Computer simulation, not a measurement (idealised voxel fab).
process module | voxel local oxidation
cross-section cut | 210 nm wide | cells 5 nm
A cross-section is a grid of square cells, given in bands from the top down. A band is one or more rows of cells.
Each band's line starts with the height of the band's top and of its bottom, in nm. Then come its materials from left to right, each with its width in nm. One material with "throughout" fills the band from edge to edge. "air" is empty space.
Height 0 is the level under which the wafer as received is all one material. The lowest band goes on downwards, as in "0 down".
A width such as "30 to 40" changes by the same amount from each row of cells to the next, from the band's top row to its bottom row.
"no change" after a step means that no cell of the cross-section changed.
closed voids: empty space of 8 cells or more with no open way to the top, each as width x height at its distance from the left edge, in nm
after a step's settings: what the simulator itself notes on the step
overlay nm, on a step with a mask: how far to the right of its planned place the mask lay; to the left if negative
plan
1 op RECEIVE | material Si
2 op OXIDIZE | depth nm 5
3 op CONFORMAL_DEP | material SiN | thk nm 15
4 op MASKED_ETCH | tone cover | mask id ACTIVE | width nm 110 | etch materials SiN | depth nm 15 | overlay nm 0
5 op SELECTIVE_ETCH | etch materials SiO2 | depth nm 5
6 op OXIDIZE | depth nm 15
7 op STRIP | etch materials SiN
first wafer, as planned
as received, after step 1
  0 down: Si throughout
  closed voids: none
after step 2
  0 to -5: SiO2 throughout
  below -5: unchanged
after step 3
  15 to 0: SiN throughout
  below 0: unchanged
after step 4
  15 to 0: air 50 | SiN 110 | air 50
  below 0: unchanged
after step 5
  15 to 0: air 50 | SiN 110 | air 50
  0 to -5: air 55 | SiO2 100 | air 55
  below -5: unchanged
after step 6
  15 to 0: air 50 | SiN 110 | air 50
  0 to -5: air 55 | SiO2 100 | air 55
  -5 to -20: SiO2 70 | Si 70 | SiO2 70
  below -20: unchanged
after step 7
  0 to -5: air 55 | SiO2 100 | air 55
  below -5: unchanged
second wafer: like start, like plan, one mistake. Through step 3 it matches the first wafer
when step 4 should have ended
  15 to 0: air 45 | SiN 120 | air 45
  below 0: unchanged
when step 5 should have ended
  15 to 0: air 45 | SiN 120 | air 45
  0 to -5: air 50 | SiO2 110 | air 50
  below -5: unchanged
when step 6 should have ended
  15 to 0: air 45 | SiN 120 | air 45
  0 to -5: air 50 | SiO2 110 | air 50
  -5 to -20: SiO2 65 | Si 80 | SiO2 65
  below -20: unchanged
when step 7 should have ended
  0 to -5: air 50 | SiO2 110 | air 50
  below -5: unchanged
what went wrong: step 4 ran as: op MASKED_ETCH | tone cover | mask id ACTIVE | width nm 120 | etch materials SiN | depth nm 15 | overlay nm 0
at the end the second wafer has, in cells: 6 more of Si | 4 fewer of SiO2
